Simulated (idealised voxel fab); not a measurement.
Process module under the name voxel gate over fins
The figure presents cross-section cut, which has a width of 275 nm and is divided into square cells with an edge length of 5 nm.
Each cross-section below is a grid of square cells, stated as bands in top-down order, with one or more rows of cells making up each band.
The entry gives the band's vertical extent as a top height and a bottom height in nm, then its horizontal make-up as materials from left to right, each with a width in nm. "blank" stands for empty space; a single material marked "all across" fills the band edge to edge.
Where do heights start? At 0: under that level the wafer as delivered is made of one material only. And the lowest band has no floor; it just carries on downward, as in "0 down".
The two numbers in a width such as "30 to 40" mark its ends across the band: the first belongs to the top row of cells, the second to the bottom row, and from each row to the next the width moves by the same amount.
Basically "nothing got changed" means that step didn't change any cell in the cross-section.
Empty spaces counting at least 8 cells and having no open way to the top are listed in "Closed void table". The notation width x height at distance is used for each, the distance being from the left edge and all three values in nm.
Text after the settings on a step's line: the simulator's own remark on that step.
Each step line may optionally specify "overlay nm", which for a step with a mask gives the rightward distance between the mask's planned place and where it lay, a negative value indicating the leftward direction.

# This section lists the process steps that were planned
| 1 | RECEIVE (material Si) |
| 2 | CONFORMAL_DEP (material SiN; thk nm 10) |
| 3 | DIRECTIONAL_DEP (material aC; thk nm 15) |
| 4 | PATTERN (tone cover; mask id FINS; material resist; width nm 15; pitch nm 50; thk nm 35; overlay nm 0) |
| 5 | DIRECTIONAL_ETCH (etch materials aC; depth nm 15) |
| 6 | STRIP (etch materials resist) |
| 7 | DIRECTIONAL_ETCH (etch materials SiN; depth nm 10) |
| 8 | DIRECTIONAL_ETCH (etch materials Si; depth nm 40) |
| 9 | STRIP (etch materials aC) |
| 10 | OXIDIZE (depth nm 5) |
| 11 | FILL_DEP (material SiO2; thk nm 15) |
| 12 | CMP (height nm 10) |
| 13 | MASKED_ETCH (tone open; mask id RAIL; width nm 15; etch materials SiO2; depth nm 45; overlay nm 0) |
| 14 | CONFORMAL_DEP (material TiN; thk nm 5) |
| 15 | FILL_DEP (material W; thk nm 10) |
| 16 | CMP (height nm 10) |
| 17 | SELECTIVE_ETCH (etch materials W Ru TiN; depth nm 30) |
| 18 | FILL_DEP (material SiO2; thk nm 5) |
| 19 | CMP (height nm 10) |
| 20 | SELECTIVE_ETCH (etch materials SiO2; depth nm 20) |
| 21 | STRIP (etch materials SiN) |
| 22 | CONFORMAL_DEP (material HfO2; thk nm 5) |
| 23 | CONFORMAL_DEP (material TiN; thk nm 5) |
| 24 | CONFORMAL_DEP (material TiAl; thk nm 5) |
| 25 | CONFORMAL_DEP (material TiN; thk nm 5) |
| 26 | FILL_DEP (material W; thk nm 15) |
| 27 | CMP (height nm 30) |
| 28 | CONFORMAL_DEP (material SiCN; thk nm 10) |

# Run as planned: first of two wafers

# Delivered wafer in cross-section: state after step 1
0 down  Si all across
Closed void table: none

# So this is the wafer cross-section right after step 2
10 to 0  SiN all across
For the remainder of the cross-section, below 0, there is no change.

# So this is the wafer cross-section right after step 3
25 to 10  aC all across
For the remainder of the cross-section, below 10, there is no change.

# So this is the wafer cross-section right after step 4
60 to 25  blank: 105, then resist: 15, then blank: 35, then resist: 15, then blank: 105
For the remainder of the cross-section, below 25, there is no change.

# So this is the wafer cross-section right after step 5
45 to 25  blank: 105, then resist: 15, then blank: 35, then resist: 15, then blank: 105
25 to 10  blank: 105, then aC: 15, then blank: 35, then aC: 15, then blank: 105
For the remainder of the cross-section, below 10, there is no change.

# So this is the wafer cross-section right after step 6
25 to 10  blank: 105, then aC: 15, then blank: 35, then aC: 15, then blank: 105
For the remainder of the cross-section, below 10, there is no change.

# So this is the wafer cross-section right after step 7
25 to 10  blank: 105, then aC: 15, then blank: 35, then aC: 15, then blank: 105
10 to 0  blank: 105, then SiN: 15, then blank: 35, then SiN: 15, then blank: 105
For the remainder of the cross-section, below 0, there is no change.

# So this is the wafer cross-section right after step 8
25 to 10  blank: 105, then aC: 15, then blank: 35, then aC: 15, then blank: 105
10 to 0  blank: 105, then SiN: 15, then blank: 35, then SiN: 15, then blank: 105
0 to -40  blank: 105, then Si: 15, then blank: 35, then Si: 15, then blank: 105
For the remainder of the cross-section, below -40, there is no change.

# So this is the wafer cross-section right after step 9
10 to 0  blank: 105, then SiN: 15, then blank: 35, then SiN: 15, then blank: 105
For the remainder of the cross-section, below 0, there is no change.

# So this is the wafer cross-section right after step 10
10 to 0  blank: 105, then SiN: 15, then blank: 35, then SiN: 15, then blank: 105
0 to -40  blank: 105, then SiO2: 5, then Si: 5, then SiO2: 5, then blank: 35, then SiO2: 5, then Si: 5, then SiO2: 5, then blank: 105
-40 to -45  SiO2: 110, then Si: 5, then SiO2: 45, then Si: 5, then SiO2: 110
For the remainder of the cross-section, below -45, there is no change.

# So this is the wafer cross-section right after step 11
25 to 10  SiO2 all across
10 to 0  SiO2: 105, then SiN: 15, then SiO2: 35, then SiN: 15, then SiO2: 105
0 to -45  SiO2: 110, then Si: 5, then SiO2: 45, then Si: 5, then SiO2: 110
For the remainder of the cross-section, below -45, there is no change.

# So this is the wafer cross-section right after step 12
10 to 0  SiO2: 105, then SiN: 15, then SiO2: 35, then SiN: 15, then SiO2: 105
For the remainder of the cross-section, below 0, there is no change.

# So this is the wafer cross-section right after step 13
10 to 0  SiO2: 105, then SiN: 15, then SiO2: 10, then blank: 15, then SiO2: 10, then SiN: 15, then SiO2: 105
0 to -35  SiO2: 110, then Si: 5, then SiO2: 15, then blank: 15, then SiO2: 15, then Si: 5, then SiO2: 110
For the remainder of the cross-section, below -35, there is no change.

# So this is the wafer cross-section right after step 14
15 to 10  TiN: 135, then blank: 5, then TiN: 135
10 to 0  SiO2: 105, then SiN: 15, then SiO2: 10, then TiN: 5, then blank: 5, then TiN: 5, then SiO2: 10, then SiN: 15, then SiO2: 105
0 to -30  SiO2: 110, then Si: 5, then SiO2: 15, then TiN: 5, then blank: 5, then TiN: 5, then SiO2: 15, then Si: 5, then SiO2: 110
-30 to -35  SiO2: 110, then Si: 5, then SiO2: 15, then TiN: 15, then SiO2: 15, then Si: 5, then SiO2: 110
For the remainder of the cross-section, below -35, there is no change.

# So this is the wafer cross-section right after step 15
25 to 15  W all across
15 to 10  TiN: 135, then W: 5, then TiN: 135
10 to 0  SiO2: 105, then SiN: 15, then SiO2: 10, then TiN: 5, then W: 5, then TiN: 5, then SiO2: 10, then SiN: 15, then SiO2: 105
0 to -30  SiO2: 110, then Si: 5, then SiO2: 15, then TiN: 5, then W: 5, then TiN: 5, then SiO2: 15, then Si: 5, then SiO2: 110
For the remainder of the cross-section, below -30, there is no change.

# So this is the wafer cross-section right after step 16
10 to 0  SiO2: 105, then SiN: 15, then SiO2: 10, then TiN: 5, then W: 5, then TiN: 5, then SiO2: 10, then SiN: 15, then SiO2: 105
For the remainder of the cross-section, below 0, there is no change.

# So this is the wafer cross-section right after step 17
10 to 0  SiO2: 105, then SiN: 15, then SiO2: 10, then blank: 15, then SiO2: 10, then SiN: 15, then SiO2: 105
0 to -20  SiO2: 110, then Si: 5, then SiO2: 15, then blank: 15, then SiO2: 15, then Si: 5, then SiO2: 110
For the remainder of the cross-section, below -20, there is no change.

# So this is the wafer cross-section right after step 18
15 to 10  SiO2 all across
10 to 0  SiO2: 105, then SiN: 15, then SiO2: 35, then SiN: 15, then SiO2: 105
0 to -20  SiO2: 110, then Si: 5, then SiO2: 45, then Si: 5, then SiO2: 110
For the remainder of the cross-section, below -20, there is no change.

# So this is the wafer cross-section right after step 19
10 to 0  SiO2: 105, then SiN: 15, then SiO2: 35, then SiN: 15, then SiO2: 105
For the remainder of the cross-section, below 0, there is no change.

# So this is the wafer cross-section right after step 20
10 to 0  blank: 105, then SiN: 15, then blank: 35, then SiN: 15, then blank: 105
0 to -10  blank: 110, then Si: 5, then blank: 45, then Si: 5, then blank: 110
For the remainder of the cross-section, below -10, there is no change.

# So this is the wafer cross-section right after step 21
0 to -10  blank: 110, then Si: 5, then blank: 45, then Si: 5, then blank: 110
For the remainder of the cross-section, below -10, there is no change.

# So this is the wafer cross-section right after step 22
5 to 0  blank: 105, then HfO2: 15, then blank: 35, then HfO2: 15, then blank: 105
0 to -5  blank: 105, then HfO2: 5, then Si: 5, then HfO2: 5, then blank: 35, then HfO2: 5, then Si: 5, then HfO2: 5, then blank: 105
-5 to -10  HfO2: 110, then Si: 5, then HfO2: 45, then Si: 5, then HfO2: 110
For the remainder of the cross-section, below -10, there is no change.

# So this is the wafer cross-section right after step 23
10 to 5  blank: 100, then TiN: 25, then blank: 25, then TiN: 25, then blank: 100
5 to 0  blank: 100, then TiN: 5, then HfO2: 15, then TiN: 5, then blank: 25, then TiN: 5, then HfO2: 15, then TiN: 5, then blank: 100
0 to -5  TiN: 105, then HfO2: 5, then Si: 5, then HfO2: 5, then TiN: 35, then HfO2: 5, then Si: 5, then HfO2: 5, then TiN: 105
For the remainder of the cross-section, below -5, there is no change.

# So this is the wafer cross-section right after step 24
15 to 10  blank: 95, then TiAl: 35, then blank: 15, then TiAl: 35, then blank: 95
10 to 5  blank: 95, then TiAl: 5, then TiN: 25, then TiAl: 5, then blank: 15, then TiAl: 5, then TiN: 25, then TiAl: 5, then blank: 95
5 to 0  TiAl: 100, then TiN: 5, then HfO2: 15, then TiN: 5, then TiAl: 25, then TiN: 5, then HfO2: 15, then TiN: 5, then TiAl: 100
For the remainder of the cross-section, below 0, there is no change.

# So this is the wafer cross-section right after step 25
20 to 15  blank: 90, then TiN: 45, then blank: 5, then TiN: 45, then blank: 90
15 to 10  blank: 90, then TiN: 5, then TiAl: 35, then TiN: 5, then blank: 5, then TiN: 5, then TiAl: 35, then TiN: 5, then blank: 90
10 to 5  TiN: 95, then TiAl: 5, then TiN: 25, then TiAl: 5, then TiN: 15, then TiAl: 5, then TiN: 25, then TiAl: 5, then TiN: 95
For the remainder of the cross-section, below 5, there is no change.

# So this is the wafer cross-section right after step 26
35 to 20  W all across
20 to 15  W: 90, then TiN: 45, then W: 5, then TiN: 45, then W: 90
15 to 10  W: 90, then TiN: 5, then TiAl: 35, then TiN: 5, then W: 5, then TiN: 5, then TiAl: 35, then TiN: 5, then W: 90
For the remainder of the cross-section, below 10, there is no change.

# So this is the wafer cross-section right after step 27
30 to 20  W all across
For the remainder of the cross-section, below 20, there is no change.

# So this is the wafer cross-section right after step 28
40 to 30  SiCN all across
For the remainder of the cross-section, below 30, there is no change.

# The second wafer was prepared from the same starting point and under the same plan as the first; its processing contained one mistake, and it remains indistinguishable from the first wafer up to and including step 19

# Here is the second wafer in cross-section at the point where step 20 of the plan should have been done
10 to 0  blank: 105, then SiN: 15, then blank: 35, then SiN: 15, then blank: 105
0 to -20  blank: 110, then Si: 5, then blank: 45, then Si: 5, then blank: 110
-20 to -30  blank: 110, then Si: 5, then blank: 15, then TiN: 5, then W: 5, then TiN: 5, then blank: 15, then Si: 5, then blank: 110
For the remainder of the cross-section, below -30, there is no change.

# Here is the second wafer in cross-section at the point where step 21 of the plan should have been done
0 to -20  blank: 110, then Si: 5, then blank: 45, then Si: 5, then blank: 110
For the remainder of the cross-section, below -20, there is no change.

# Here is the second wafer in cross-section at the point where step 22 of the plan should have been done
5 to 0  blank: 105, then HfO2: 15, then blank: 35, then HfO2: 15, then blank: 105
0 to -15  blank: 105, then HfO2: 5, then Si: 5, then HfO2: 5, then blank: 35, then HfO2: 5, then Si: 5, then HfO2: 5, then blank: 105
-15 to -20  blank: 105, then HfO2: 5, then Si: 5, then HfO2: 5, then blank: 5, then HfO2: 25, then blank: 5, then HfO2: 5, then Si: 5, then HfO2: 5, then blank: 105
-20 to -25  blank: 105, then HfO2: 5, then Si: 5, then HfO2: 5, then blank: 5, then HfO2: 5, then TiN: 5, then W: 5, then TiN: 5, then HfO2: 5, then blank: 5, then HfO2: 5, then Si: 5, then HfO2: 5, then blank: 105
-25 to -30  HfO2: 110, then Si: 5, then HfO2: 15, then TiN: 5, then W: 5, then TiN: 5, then HfO2: 15, then Si: 5, then HfO2: 110
For the remainder of the cross-section, below -30, there is no change.

# Here is the second wafer in cross-section at the point where step 23 of the plan should have been done
10 to 5  blank: 100, then TiN: 25, then blank: 25, then TiN: 25, then blank: 100
5 to 0  blank: 100, then TiN: 5, then HfO2: 15, then TiN: 5, then blank: 25, then TiN: 5, then HfO2: 15, then TiN: 5, then blank: 100
0 to -10  blank: 100, then TiN: 5, then HfO2: 5, then Si: 5, then HfO2: 5, then TiN: 5, then blank: 25, then TiN: 5, then HfO2: 5, then Si: 5, then HfO2: 5, then TiN: 5, then blank: 100
-10 to -15  blank: 100, then TiN: 5, then HfO2: 5, then Si: 5, then HfO2: 5, then TiN: 35, then HfO2: 5, then Si: 5, then HfO2: 5, then TiN: 5, then blank: 100
-15 to -20  blank: 100, then TiN: 5, then HfO2: 5, then Si: 5, then HfO2: 5, then TiN: 5, then HfO2: 25, then TiN: 5, then HfO2: 5, then Si: 5, then HfO2: 5, then TiN: 5, then blank: 100
-20 to -25  TiN: 105, then HfO2: 5, then Si: 5, then HfO2: 5, then TiN: 5, then HfO2: 5, then TiN: 5, then W: 5, then TiN: 5, then HfO2: 5, then TiN: 5, then HfO2: 5, then Si: 5, then HfO2: 5, then TiN: 105
For the remainder of the cross-section, below -25, there is no change.

# Here is the second wafer in cross-section at the point where step 24 of the plan should have been done
15 to 10  blank: 95, then TiAl: 35, then blank: 15, then TiAl: 35, then blank: 95
10 to 5  blank: 95, then TiAl: 5, then TiN: 25, then TiAl: 5, then blank: 15, then TiAl: 5, then TiN: 25, then TiAl: 5, then blank: 95
5 to 0  blank: 95, then TiAl: 5, then TiN: 5, then HfO2: 15, then TiN: 5, then TiAl: 5, then blank: 15, then TiAl: 5, then TiN: 5, then HfO2: 15, then TiN: 5, then TiAl: 5, then blank: 95
0 to -5  blank: 95, then TiAl: 5, then TiN: 5, then HfO2: 5, then Si: 5, then HfO2: 5, then TiN: 5, then TiAl: 5, then blank: 15, then TiAl: 5, then TiN: 5, then HfO2: 5, then Si: 5, then HfO2: 5, then TiN: 5, then TiAl: 5, then blank: 95
-5 to -10  blank: 95, then TiAl: 5, then TiN: 5, then HfO2: 5, then Si: 5, then HfO2: 5, then TiN: 5, then TiAl: 25, then TiN: 5, then HfO2: 5, then Si: 5, then HfO2: 5, then TiN: 5, then TiAl: 5, then blank: 95
-10 to -15  blank: 95, then TiAl: 5, then TiN: 5, then HfO2: 5, then Si: 5, then HfO2: 5, then TiN: 35, then HfO2: 5, then Si: 5, then HfO2: 5, then TiN: 5, then TiAl: 5, then blank: 95
-15 to -20  TiAl: 100, then TiN: 5, then HfO2: 5, then Si: 5, then HfO2: 5, then TiN: 5, then HfO2: 25, then TiN: 5, then HfO2: 5, then Si: 5, then HfO2: 5, then TiN: 5, then TiAl: 100
For the remainder of the cross-section, below -20, there is no change.

# Here is the second wafer in cross-section at the point where step 25 of the plan should have been done
20 to 15  blank: 90, then TiN: 45, then blank: 5, then TiN: 45, then blank: 90
15 to 10  blank: 90, then TiN: 5, then TiAl: 35, then TiN: 5, then blank: 5, then TiN: 5, then TiAl: 35, then TiN: 5, then blank: 90
10 to 5  blank: 90, then TiN: 5, then TiAl: 5, then TiN: 25, then TiAl: 5, then TiN: 5, then blank: 5, then TiN: 5, then TiAl: 5, then TiN: 25, then TiAl: 5, then TiN: 5, then blank: 90
5 to 0  blank: 90, then TiN: 5, then TiAl: 5, then TiN: 5, then HfO2: 15, then TiN: 5, then TiAl: 5, then TiN: 5, then blank: 5, then TiN: 5, then TiAl: 5, then TiN: 5, then HfO2: 15, then TiN: 5, then TiAl: 5, then TiN: 5, then blank: 90
0 to -5  blank: 90, then TiN: 5, then TiAl: 5, then TiN: 5, then HfO2: 5, then Si: 5, then HfO2: 5, then TiN: 5, then TiAl: 5, then TiN: 15, then TiAl: 5, then TiN: 5, then HfO2: 5, then Si: 5, then HfO2: 5, then TiN: 5, then TiAl: 5, then TiN: 5, then blank: 90
-5 to -10  blank: 90, then TiN: 5, then TiAl: 5, then TiN: 5, then HfO2: 5, then Si: 5, then HfO2: 5, then TiN: 5, then TiAl: 25, then TiN: 5, then HfO2: 5, then Si: 5, then HfO2: 5, then TiN: 5, then TiAl: 5, then TiN: 5, then blank: 90
-10 to -15  TiN: 95, then TiAl: 5, then TiN: 5, then HfO2: 5, then Si: 5, then HfO2: 5, then TiN: 35, then HfO2: 5, then Si: 5, then HfO2: 5, then TiN: 5, then TiAl: 5, then TiN: 95
For the remainder of the cross-section, below -15, there is no change.

# Here is the second wafer in cross-section at the point where step 26 of the plan should have been done
35 to 20  W all across
20 to 15  W: 90, then TiN: 45, then W: 5, then TiN: 45, then W: 90
15 to 10  W: 90, then TiN: 5, then TiAl: 35, then TiN: 5, then W: 5, then TiN: 5, then TiAl: 35, then TiN: 5, then W: 90
10 to 5  W: 90, then TiN: 5, then TiAl: 5, then TiN: 25, then TiAl: 5, then TiN: 5, then W: 5, then TiN: 5, then TiAl: 5, then TiN: 25, then TiAl: 5, then TiN: 5, then W: 90
5 to 0  W: 90, then TiN: 5, then TiAl: 5, then TiN: 5, then HfO2: 15, then TiN: 5, then TiAl: 5, then TiN: 5, then W: 5, then TiN: 5, then TiAl: 5, then TiN: 5, then HfO2: 15, then TiN: 5, then TiAl: 5, then TiN: 5, then W: 90
0 to -5  W: 90, then TiN: 5, then TiAl: 5, then TiN: 5, then HfO2: 5, then Si: 5, then HfO2: 5, then TiN: 5, then TiAl: 5, then TiN: 15, then TiAl: 5, then TiN: 5, then HfO2: 5, then Si: 5, then HfO2: 5, then TiN: 5, then TiAl: 5, then TiN: 5, then W: 90
-5 to -10  W: 90, then TiN: 5, then TiAl: 5, then TiN: 5, then HfO2: 5, then Si: 5, then HfO2: 5, then TiN: 5, then TiAl: 25, then TiN: 5, then HfO2: 5, then Si: 5, then HfO2: 5, then TiN: 5, then TiAl: 5, then TiN: 5, then W: 90
For the remainder of the cross-section, below -10, there is no change.

# Here is the second wafer in cross-section at the point where step 27 of the plan should have been done
30 to 20  W all across
For the remainder of the cross-section, below 20, there is no change.

# Here is the second wafer in cross-section at the point where step 28 of the plan should have been done
40 to 30  SiCN all across
For the remainder of the cross-section, below 30, there is no change.
Run error: the plan had its step 20 run twice
Count the cells at the end and the second wafer has more or fewer of some materials than the first: HfO2: 20 more, SiO2: 206 fewer, TiAl: 12 more, TiN: 28 more, W: 146 more
